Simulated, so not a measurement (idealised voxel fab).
Presented below is a process module, voxel fin reveal.
We display cut, a cross-section 140 nm in width whose square cells are each 5 nm.
When this document writes out a cross-section, it uses a grid of square cells and lists it as bands, beginning at the top and moving down, with a band standing for one or more rows of cells. Band: top height; bottom height; in nm. Then, left to right: material with width in nm, for each material. "everywhere": a single material spanning edge to edge. "blank": empty space. Zero point of the height axis is 0; under it, received wafer = one material. Lowest band: continues down indefinitely, "0 -> down". Per-row width for "30->40": begins at first number (top row of band), ends at second number (bottom row), increment between rows held constant. Reading "stayed the same" for a step: not a cell of the cross-section changed in it. Entry "Closed void roster". Content: empty spaces with no open connection to the top, size 8 cells or greater. Each: width x height at distance. Distance: from left edge. Unit: nm. On each step's line, the part that comes after the settings is the simulator's own comment on the step. "overlay nm", when on a step's line for a step with a mask, measures how far to the right of its planned place the mask lay; a negative measure means to the left. Structure of the following material. The material consists of pairs of cross-sections. Each pair comprises the cross-section before one process step and the cross-section after that step, the latter shown only down to the lowest band that changed. The step between the cross-sections is specified beneath each pair, including its settings. Pairs are not necessarily consecutive: they may derive from different runs of this module performed on the same starting wafer. Continuity with the pair above is to be assumed only where the entry headed "Pre-step condition" of the pair in question states it.

**Pre-step condition**
0 -> down  Si everywhere
Closed void roster: none

**Resultant Cross-Section**
10 -> 0  SiN everywhere
below 0: unchanged
Closed void roster: none
The two cross-sections above bracket this step: CONFORMAL_DEP,material SiN,thk nm 10

Pre-step condition: The initial state for this step is given by the after cross-section of the immediately preceding pair.

**Resultant Cross-Section**
10 -> 0  45 blank  15 SiN  20 blank  15 SiN  45 blank
below 0: unchanged
Closed void roster: none
The two cross-sections above bracket this step: MASKED_ETCH,tone cover,mask id FINS,width nm 15,pitch nm 35,etch materials SiN,depth nm 10,overlay nm 0

Pre-step condition: The initial state for this step is given by the after cross-section of the immediately preceding pair.

**Resultant Cross-Section**
10 -> 0  45 blank  15 SiN  20 blank  15 SiN  45 blank
0 -> -30  45 blank  15 Si  20 blank  15 Si  45 blank
below -30: unchanged
Closed void roster: none
The two cross-sections above bracket this step: MASKED_ETCH,tone cover,mask id FINS,width nm 15,pitch nm 35,etch materials Si,depth nm 30,overlay nm 0

Pre-step condition: The initial state for this step is given by the after cross-section of the immediately preceding pair.

**Resultant Cross-Section**
15 -> 10  SiO2 everywhere
10 -> 0  45 SiO2  15 SiN  20 SiO2  15 SiN  45 SiO2
0 -> -30  45 SiO2  15 Si  20 SiO2  15 Si  45 SiO2
below -30: unchanged
Closed void roster: none
The two cross-sections above bracket this step: FILL_DEP,material SiO2,thk nm 5

Pre-step condition: The initial state for this step is given by the after cross-section of the immediately preceding pair.

**Resultant Cross-Section**
10 -> 0  45 SiO2  15 SiN  20 SiO2  15 SiN  45 SiO2
below 0: unchanged
Closed void roster: none
The two cross-sections above bracket this step: CMP,height nm 10

Pre-step condition: The initial state for this step is given by the after cross-section of the immediately preceding pair.

**Resultant Cross-Section**
10 -> 0  45 blank  15 SiN  20 blank  15 SiN  45 blank
0 -> -15  45 blank  15 Si  20 blank  15 Si  45 blank
below -15: unchanged
Closed void roster: none
The two cross-sections above bracket this step: SELECTIVE_ETCH,etch materials SiO2,depth nm 25

Pre-step condition: The initial state for this step is given by the after cross-section of the immediately preceding pair.

**Resultant Cross-Section**
0 -> -15  45 blank  15 Si  20 blank  15 Si  45 blank
below -15: unchanged
Closed void roster: none
The two cross-sections above bracket this step: STRIP,etch materials SiN

**Pre-step condition**
10 -> 0  45 blank  15 SiN  20 blank  15 SiN  45 blank
0 -> -30  45 blank  15 Si  20 blank  15 Si  45 blank
-30 -> down  Si everywhere
Closed void roster: none

**Resultant Cross-Section**
10 -> 0  45 blank  15 SiN  20 blank  15 SiN  45 blank
0 -> -60  45 blank  15 Si  20 blank  15 Si  45 blank
below -60: unchanged
Closed void roster: none
The two cross-sections above bracket this step: MASKED_ETCH,tone cover,mask id FINS,width nm 15,pitch nm 35,etch materials Si,depth nm 30,overlay nm 0

Pre-step condition: The initial state for this step is given by the after cross-section of the immediately preceding pair.

**Resultant Cross-Section**
15 -> 10  SiO2 everywhere
10 -> 0  45 SiO2  15 SiN  20 SiO2  15 SiN  45 SiO2
0 -> -60  45 SiO2  15 Si  20 SiO2  15 Si  45 SiO2
below -60: unchanged
Closed void roster: none
The two cross-sections above bracket this step: FILL_DEP,material SiO2,thk nm 5

Pre-step condition: The initial state for this step is given by the after cross-section of the immediately preceding pair.

**Resultant Cross-Section**
10 -> 0  45 SiO2  15 SiN  20 SiO2  15 SiN  45 SiO2
below 0: unchanged
Closed void roster: none
The two cross-sections above bracket this step: CMP,height nm 10

Pre-step condition: The initial state for this step is given by the after cross-section of the immediately preceding pair.

**Resultant Cross-Section**
10 -> 0  45 blank  15 SiN  20 blank  15 SiN  45 blank
0 -> -15  45 blank  15 Si  20 blank  15 Si  45 blank
below -15: unchanged
Closed void roster: none
The two cross-sections above bracket this step: SELECTIVE_ETCH,etch materials SiO2,depth nm 25

Pre-step condition: The initial state for this step is given by the after cross-section of the immediately preceding pair.

**Resultant Cross-Section**
0 -> -15  45 blank  15 Si  20 blank  15 Si  45 blank
below -15: unchanged
Closed void roster: none
The two cross-sections above bracket this step: STRIP,etch materials SiN

**Pre-step condition**
10 -> 0  45 SiO2  15 SiN  20 SiO2  15 SiN  45 SiO2
0 -> -30  45 SiO2  15 Si  20 SiO2  15 Si  45 SiO2
-30 -> down  Si everywhere
Closed void roster: none

**Resultant Cross-Section**
10 -> 0  45 SiO2  15 blank  20 SiO2  15 blank  45 SiO2
below 0: unchanged
Closed void roster: none
The two cross-sections above bracket this step: STRIP,etch materials SiN

Pre-step condition: The initial state for this step is given by the after cross-section of the immediately preceding pair.

**Resultant Cross-Section**
0 -> -15  45 blank  15 Si  20 blank  15 Si  45 blank
-15 -> -25  20 SiO2  25 blank  15 Si  20 blank  15 Si  25 blank  20 SiO2
below -25: unchanged
Closed void roster: none
The two cross-sections above bracket this step: SELECTIVE_ETCH,etch materials SiO2,depth nm 25

**Pre-step condition**
10 -> 0  45 blank  15 SiN  20 blank  15 SiN  45 blank
0 -> down  Si everywhere
Closed void roster: none

**Resultant Cross-Section**
10 -> 0  45 blank  15 SiN  20 blank  15 SiN  45 blank
0 -> -20  45 blank  15 Si  20 blank  15 Si  45 blank
below -20: unchanged
Closed void roster: none
The two cross-sections above bracket this step: MASKED_ETCH,tone cover,mask id FINS,width nm 15,pitch nm 35,etch materials Si,depth nm 20,overlay nm 0

Pre-step condition: The initial state for this step is given by the after cross-section of the immediately preceding pair.

**Resultant Cross-Section**
15 -> 10  SiO2 everywhere
10 -> 0  45 SiO2  15 SiN  20 SiO2  15 SiN  45 SiO2
0 -> -20  45 SiO2  15 Si  20 SiO2  15 Si  45 SiO2
below -20: unchanged
Closed void roster: none
The two cross-sections above bracket this step: FILL_DEP,material SiO2,thk nm 5

Pre-step condition: The initial state for this step is given by the after cross-section of the immediately preceding pair.

**Resultant Cross-Section**
10 -> 0  45 SiO2  15 SiN  20 SiO2  15 SiN  45 SiO2
below 0: unchanged
Closed void roster: none
The two cross-sections above bracket this step: CMP,height nm 10

Pre-step condition: The initial state for this step is given by the after cross-section of the immediately preceding pair.

**Resultant Cross-Section**
10 -> 0  45 blank  15 SiN  20 blank  15 SiN  45 blank
0 -> -15  45 blank  15 Si  20 blank  15 Si  45 blank
below -15: unchanged
Closed void roster: none
The two cross-sections above bracket this step: SELECTIVE_ETCH,etch materials SiO2,depth nm 25

Pre-step condition: The initial state for this step is given by the after cross-section of the immediately preceding pair.

**Resultant Cross-Section**
0 -> -15  45 blank  15 Si  20 blank  15 Si  45 blank
below -15: unchanged
Closed void roster: none
The two cross-sections above bracket this step: STRIP,etch materials SiN

**Pre-step condition**
10 -> 0  45 blank  15 SiN  20 blank  15 SiN  45 blank
0 -> -15  45 blank  15 Si  20 blank  15 Si  45 blank
-15 -> -30  45 SiO2  15 Si  20 SiO2  15 Si  45 SiO2
-30 -> down  Si everywhere
Closed void roster: none

**Resultant Cross-Section**
10 -> 0  45 blank  15 SiN  20 blank  15 SiN  45 blank
0 -> -30  45 blank  15 Si  20 blank  15 Si  45 blank
below -30: unchanged
Closed void roster: none
The two cross-sections above bracket this step: STRIP,etch materials SiO2
